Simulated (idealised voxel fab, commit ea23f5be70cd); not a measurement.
The following is a process module called voxel transistor to metal.
Displayed cross-section: cut, width of 205 nm, square cells sized 5 nm.
In this document a cross-section is written as a grid of square cells. It is given as a series of bands, listed from the top down, and a band is one or more rows of cells.
Look at the band entry: it leads with the top's height and the bottom's height in nm. Then it lists the materials left to right, with a width in nm for each. The word "throughout" on a single material says that material fills the band edge to edge. The word "blank" is empty space.
Counting heights begins at 0, where everything beneath is, in the wafer as received, one material. The lowest band has no bottom; it goes on downwards, as "from 0 down" shows.
Per-row width for "30->40": begins at first number (top row of band), ends at second number (bottom row), increment between rows held constant.
Step marked "remained unchanged"? Then no cell in the cross-section changed in it.
Closed empty spaces (no open way to the top) of 8 cells or more are what "Enclosed voids" lists, each as width x height at distance from the left edge, nm for all three.
The remark found on a step's line after its settings is issued by the simulator itself and pertains to that step.
"overlay nm" answers the question of how far to the right of plan the mask lay on a step that has a mask, and when it is negative the answer is to the left.
### Planned step list for the process
1: RECEIVE, material Si
2: CONFORMAL_DEP, material SiO2, thk nm 5
3: CONFORMAL_DEP, material SiN, thk nm 15
4: MASKED_ETCH, tone cover, mask id ACTIVE, width nm 95, etch materials SiN, depth nm 15, overlay nm 0
5: MASKED_ETCH, tone cover, mask id ACTIVE, width nm 95, etch materials SiO2, depth nm 5, overlay nm 0
6: MASKED_ETCH, tone cover, mask id ACTIVE, width nm 95, etch materials Si, depth nm 25, overlay nm 0
7: FILL_DEP, material SiO2, thk nm 15
8: CMP, height nm 20
9: SELECTIVE_ETCH, etch materials SiO2, depth nm 15
10: STRIP, etch materials SiN
11: SELECTIVE_ETCH, etch materials SiO2, depth nm 5
12: OXIDIZE, depth nm 5
13: DIRECTIONAL_DEP, material polySi, thk nm 30
14: DIRECTIONAL_DEP, material SiCN, thk nm 15
15: DIRECTIONAL_DEP, material aC, thk nm 15
16: PATTERN, tone cover, mask id GATE, material resist, width nm 15, thk nm 35, overlay nm 0
17: DIRECTIONAL_ETCH, etch materials aC, depth nm 15
18: STRIP, etch materials resist
19: DIRECTIONAL_ETCH, etch materials SiCN, depth nm 25
20: DIRECTIONAL_ETCH, etch materials polySi, depth nm 40
21: STRIP, etch materials aC
22: CONFORMAL_DEP, material SiN, thk nm 5
23: DIRECTIONAL_ETCH, etch materials SiN, depth nm 5
24: DIRECTIONAL_ETCH, etch materials SiO2, depth nm 5
25: DIRECTIONAL_ETCH, etch materials Si, depth nm 15
26: EPI, material pSi, thk nm 20
27: FILL_DEP, material SiO2, thk nm 5
28: CMP, height nm 45
29: DIRECTIONAL_DEP, material SiO2, thk nm 15
30: PATTERN, tone open, mask id CONTACT, material resist, width nm 20, pitch nm 65, thk nm 15, overlay nm 0
31: DIRECTIONAL_ETCH, etch materials SiO2, depth nm 60
32: STRIP, etch materials resist
33: CONFORMAL_DEP, material TiN, thk nm 5
34: FILL_DEP, material W, thk nm 10
35: CMP, height nm 60
36: CONFORMAL_DEP, material SiCN, thk nm 5
37: DIRECTIONAL_DEP, material lowk, thk nm 20
38: MASKED_ETCH, tone open, mask id METAL_1, width nm 20, pitch nm 65, etch materials lowk, depth nm 20, overlay nm 0
39: MASKED_ETCH, tone open, mask id METAL_1, width nm 20, pitch nm 65, etch materials SiCN, depth nm 5, overlay nm 0
40: CONFORMAL_DEP, material TiN, thk nm 5
41: FILL_DEP, material Cu, thk nm 5
42: CMP, height nm 85
43: CONFORMAL_DEP, material SiCN, thk nm 5
44: DIRECTIONAL_DEP, material SiO2, thk nm 30
45: PATTERN, tone open, mask id METAL_2_HOLES, material resist, width nm 15, pitch nm 65, thk nm 15, overlay nm 0
46: DIRECTIONAL_ETCH, etch materials SiO2, depth nm 30
47: STRIP, etch materials resist
48: MASKED_ETCH, tone open, mask id METAL_2, width nm 20, pitch nm 65, etch materials SiO2, depth nm 15, overlay nm 0
49: MASKED_ETCH, tone open, mask id METAL_2, width nm 20, pitch nm 65, etch materials SiCN, depth nm 5, overlay nm 0
50: CONFORMAL_DEP, material TiN, thk nm 5
51: FILL_DEP, material Cu, thk nm 10
52: CMP, height nm 120
53: CONFORMAL_DEP, material SiCN, thk nm 5
### Cross-sectional view of the wafer in its as-received condition, corresponding to the state after step 1
from 0 down | Si throughout
Enclosed voids: none
### Sectioned view, first of two wafers, at the close of the module, processed as intended in the plan
from 125 to 120 | SiCN throughout
from 120 to 110 | SiO2 60 nm, then TiN 5 nm, then Cu 10 nm, then TiN 5 nm, then SiO2 45 nm, then TiN 5 nm, then Cu 10 nm, then TiN 5 nm, then SiO2 60 nm
from 110 to 105 | SiO2 60 nm, then TiN 5 nm, then Cu 5 nm, then TiN 10 nm, then SiO2 45 nm, then TiN 5 nm, then Cu 5 nm, then TiN 10 nm, then SiO2 60 nm
from 105 to 90 | SiO2 60 nm, then TiN 5 nm, then Cu 5 nm, then TiN 5 nm, then SiO2 50 nm, then TiN 5 nm, then Cu 5 nm, then TiN 5 nm, then SiO2 65 nm
from 90 to 85 | SiCN 60 nm, then TiN 15 nm, then SiCN 50 nm, then TiN 15 nm, then SiCN 65 nm
from 85 to 65 | lowk 60 nm, then TiN 5 nm, then Cu 10 nm, then TiN 5 nm, then lowk 45 nm, then TiN 5 nm, then Cu 10 nm, then TiN 5 nm, then lowk 60 nm
from 65 to 60 | SiCN 60 nm, then TiN 20 nm, then SiCN 45 nm, then TiN 20 nm, then SiCN 60 nm
from 60 to 45 | SiO2 60 nm, then TiN 5 nm, then W 10 nm, then TiN 5 nm, then SiO2 45 nm, then TiN 5 nm, then W 10 nm, then TiN 5 nm, then SiO2 60 nm
from 45 to 30 | SiO2 60 nm, then TiN 5 nm, then W 10 nm, then TiN 5 nm, then SiO2 10 nm, then SiN 5 nm, then SiCN 15 nm, then SiN 5 nm, then SiO2 10 nm, then TiN 5 nm, then W 10 nm, then TiN 5 nm, then SiO2 60 nm
from 30 to 20 | SiO2 60 nm, then TiN 5 nm, then W 10 nm, then TiN 5 nm, then SiO2 10 nm, then SiN 5 nm, then polySi 15 nm, then SiN 5 nm, then SiO2 10 nm, then TiN 5 nm, then W 10 nm, then TiN 5 nm, then SiO2 60 nm
from 20 to 15 | SiO2 60 nm, then TiN 20 nm, then SiO2 10 nm, then SiN 5 nm, then polySi 15 nm, then SiN 5 nm, then SiO2 10 nm, then TiN 20 nm, then SiO2 60 nm
from 15 to 0 | SiO2 60 nm, then TiN 10 nm, then pSi 20 nm, then SiN 5 nm, then polySi 15 nm, then SiN 5 nm, then pSi 20 nm, then TiN 10 nm, then SiO2 60 nm
from 0 to -5 | SiO2 50 nm, then pSi 40 nm, then SiO2 25 nm, then pSi 40 nm, then SiO2 50 nm
from -5 to -20 | SiO2 55 nm, then pSi 35 nm, then Si 25 nm, then pSi 35 nm, then SiO2 55 nm
from -20 to -25 | SiO2 55 nm, then Si 95 nm, then SiO2 55 nm
from -25 down | Si throughout
Enclosed voids: none
### Wafer two cross-section, module end. Start and plan unchanged from wafer one; one mistake made during the run
from 125 to 120 | SiCN throughout
from 120 to 110 | SiO2 60 nm, then TiN 5 nm, then Cu 10 nm, then TiN 5 nm, then SiO2 45 nm, then TiN 5 nm, then Cu 10 nm, then TiN 5 nm, then SiO2 60 nm
from 110 to 105 | SiO2 60 nm, then TiN 5 nm, then Cu 5 nm, then TiN 10 nm, then SiO2 45 nm, then TiN 5 nm, then Cu 5 nm, then TiN 10 nm, then SiO2 60 nm
from 105 to 90 | SiO2 60 nm, then TiN 5 nm, then Cu 5 nm, then TiN 5 nm, then SiO2 50 nm, then TiN 5 nm, then Cu 5 nm, then TiN 5 nm, then SiO2 65 nm
from 90 to 85 | SiCN 60 nm, then TiN 15 nm, then SiCN 50 nm, then TiN 15 nm, then SiCN 65 nm
from 85 to 65 | lowk 60 nm, then TiN 5 nm, then Cu 10 nm, then TiN 5 nm, then lowk 45 nm, then TiN 5 nm, then Cu 10 nm, then TiN 5 nm, then lowk 60 nm
from 65 to 60 | SiCN 60 nm, then TiN 20 nm, then SiCN 45 nm, then TiN 20 nm, then SiCN 60 nm
from 60 to 55 | W throughout
from 55 to 50 | TiN 65 nm, then W 10 nm, then TiN 55 nm, then W 10 nm, then TiN 65 nm
from 50 to 35 | SiO2 60 nm, then TiN 5 nm, then W 10 nm, then TiN 5 nm, then SiO2 45 nm, then TiN 5 nm, then W 10 nm, then TiN 5 nm, then SiO2 60 nm
from 35 to 30 | SiO2 60 nm, then TiN 5 nm, then W 10 nm, then TiN 5 nm, then SiO2 10 nm, then SiN 5 nm, then SiCN 15 nm, then SiN 5 nm, then SiO2 10 nm, then TiN 5 nm, then W 10 nm, then TiN 5 nm, then SiO2 60 nm
from 30 to 20 | SiO2 60 nm, then TiN 5 nm, then W 10 nm, then TiN 5 nm, then SiO2 10 nm, then SiN 5 nm, then polySi 15 nm, then SiN 5 nm, then SiO2 10 nm, then TiN 5 nm, then W 10 nm, then TiN 5 nm, then SiO2 60 nm
from 20 to 15 | SiO2 60 nm, then TiN 20 nm, then SiO2 10 nm, then SiN 5 nm, then polySi 15 nm, then SiN 5 nm, then SiO2 10 nm, then TiN 20 nm, then SiO2 60 nm
from 15 to 0 | SiO2 60 nm, then TiN 10 nm, then pSi 20 nm, then SiN 5 nm, then polySi 15 nm, then SiN 5 nm, then pSi 20 nm, then TiN 10 nm, then SiO2 60 nm
from 0 to -5 | SiO2 50 nm, then pSi 40 nm, then SiO2 25 nm, then pSi 40 nm, then SiO2 50 nm
from -5 to -20 | SiO2 55 nm, then pSi 35 nm, then Si 25 nm, then pSi 35 nm, then SiO2 55 nm
from -20 to -25 | SiO2 55 nm, then Si 95 nm, then SiO2 55 nm
from -25 down | Si throughout
Enclosed voids: none
Run error: so step 28 ended up running with a different setting than we planned, it ran as CMP, height nm 35
In the final state, the cell counts of the second wafer exceed or fall short of those of the first for the following materials: 6 fewer of SiCN | 4 fewer of SiN | 56 fewer of SiO2 | 29 more of TiN | 37 more of W
